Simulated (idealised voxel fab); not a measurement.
Presented below is a process module, voxel self aligned vias.
Pictured: cross-section cut, 210 nm wide, on a grid of 5 nm square cells.
Reading order for cross-sections: top band down to bottom band. Underlying form: a grid of square cells. Band size: one or more rows of cells.
This entry defines a band. It first specifies the height of the band's top and the height of its bottom in nm, and then specifies the band's materials from left to right, stating each material with its width in nm. The word "full width" identifies a single material that fills the band from edge to edge, while the word "blank" identifies empty space.
The reference from which all heights are counted is 0, the level beneath which the as-received wafer is entirely one material; the lowest band, having no lower bound, proceeds downward and is written after the example "0..down".
You'd read "30->40" like this: the band's top row of cells is as wide as the first number, its bottom row is as wide as the second, and going down, every row changes width by the same amount as the row before did.
Given "remained unchanged" for a step, no cell of the cross-section differs between before and after that step.
Heads up: "Sealed void list" only lists the empty pockets with no open path to the top that are 8 cells or more, and it writes them as width x height at distance, distance from the left edge, in nm.
Whatever follows a step's settings on its line is a remark the simulator itself makes about that step.
Regarding "overlay nm": on a step with a mask, it is the distance the mask lay to the right of its planned place; a negative value places it to the left.

Listed below are the process steps as planned
| 1 | RECEIVE (material Si) |
| 2 | CONFORMAL_DEP (material SiO2; thk nm 15) |
| 3 | CONFORMAL_DEP (material SiCN; thk nm 5) |
| 4 | DIRECTIONAL_DEP (material SiO2; thk nm 30) |
| 5 | DIRECTIONAL_DEP (material aC; thk nm 15) |
| 6 | PATTERN (tone open; mask id LINES; material resist; width nm 30; pitch nm 65; thk nm 30; overlay nm -15) |
| 7 | DIRECTIONAL_ETCH (etch materials aC; depth nm 15) |
| 8 | STRIP (etch materials resist) |
| 9 | DIRECTIONAL_ETCH (etch materials SiO2; depth nm 30) |
| 10 | STRIP (etch materials aC) |
| 11 | CONFORMAL_DEP (material TiN; thk nm 5) |
| 12 | FILL_DEP (material W; thk nm 10) |
| 13 | CMP (height nm 50) |
| 14 | SELECTIVE_ETCH (etch materials W Ru TiN; depth nm 5) |
| 15 | FILL_DEP (material SiN; thk nm 10) |
| 16 | CMP (height nm 50) |
| 17 | DIRECTIONAL_DEP (material SiO2; thk nm 20) |
| 18 | PATTERN (tone open; mask id VIAS; material resist; width nm 40; thk nm 15; overlay nm 0) |
| 19 | DIRECTIONAL_ETCH (etch materials SiO2; depth nm 20) |
| 20 | DIRECTIONAL_ETCH (etch materials SiN; depth nm 5) |
| 21 | STRIP (etch materials resist) |
| 22 | CONFORMAL_DEP (material TiN; thk nm 5) |
| 23 | FILL_DEP (material Ru; thk nm 10) |
| 24 | CMP (height nm 70) |
| 25 | CONFORMAL_DEP (material SiN; thk nm 5) |
The overlay nm used in step 6 is not the same on every wafer, whereas the starting condition is; the value printed in the plan is the first wafer's.

As-received cross-section, first of several wafers, post step 1
	0..down  Si full width
	Sealed void list: none

Cross-section after step 25, the final step of the module, for the first of several wafers
	75..70  SiN full width
	70..55  SiO2 50 nm, then TiN 5 nm, then Ru 30 nm, then TiN 5 nm, then SiO2 120 nm
	55..50  SiO2 50 nm, then TiN 5 nm, then Ru 10 nm, then TiN 25 nm, then SiO2 120 nm
	50..45  SiO2 40 nm, then SiN 10 nm, then TiN 20 nm, then SiO2 35 nm, then SiN 30 nm, then SiO2 75 nm
	45..25  SiO2 40 nm, then TiN 5 nm, then W 20 nm, then TiN 5 nm, then SiO2 35 nm, then TiN 5 nm, then W 20 nm, then TiN 5 nm, then SiO2 75 nm
	25..20  SiO2 40 nm, then TiN 30 nm, then SiO2 35 nm, then TiN 30 nm, then SiO2 75 nm
	20..15  SiCN full width
	15..0  SiO2 full width
	0..down  Si full width
	Sealed void list: none

End of module, last wafer sectioned
	75..70  SiN full width
	70..55  SiO2 50 nm, then TiN 5 nm, then Ru 30 nm, then TiN 5 nm, then SiO2 120 nm
	55..50  SiO2 50 nm, then TiN 25 nm, then Ru 10 nm, then TiN 5 nm, then SiO2 120 nm
	50..45  SiO2 70 nm, then TiN 20 nm, then SiN 10 nm, then SiO2 35 nm, then SiN 30 nm, then SiO2 45 nm
	45..25  SiO2 70 nm, then TiN 5 nm, then W 20 nm, then TiN 5 nm, then SiO2 35 nm, then TiN 5 nm, then W 20 nm, then TiN 5 nm, then SiO2 45 nm
	25..20  SiO2 70 nm, then TiN 30 nm, then SiO2 35 nm, then TiN 30 nm, then SiO2 45 nm
	20..15  SiCN full width
	15..0  SiO2 full width
	0..down  Si full width
	Sealed void list: none

Where each wafer stands at the end of the module, a row apiece: cells of each material gained (+) or lost (-) since it was received, then closed voids
overlay nm -15, +20 Ru, +42 SiCN, +50 SiN, +442 SiO2, +44 TiN, +32 W, Sealed void list: none
overlay nm -10, +21 Ru, +42 SiCN, +49 SiN, +442 SiO2, +44 TiN, +32 W, Sealed void list: none
overlay nm -5, +22 Ru, +42 SiCN, +48 SiN, +442 SiO2, +44 TiN, +32 W, Sealed void list: none
overlay nm 0, +22 Ru, +42 SiCN, +48 SiN, +442 SiO2, +44 TiN, +32 W, Sealed void list: none
overlay nm 5, +22 Ru, +42 SiCN, +48 SiN, +442 SiO2, +44 TiN, +32 W, Sealed void list: none
overlay nm 10, +21 Ru, +42 SiCN, +49 SiN, +442 SiO2, +44 TiN, +32 W, Sealed void list: none
overlay nm 15, +20 Ru, +42 SiCN, +50 SiN, +442 SiO2, +44 TiN, +32 W, Sealed void list: none
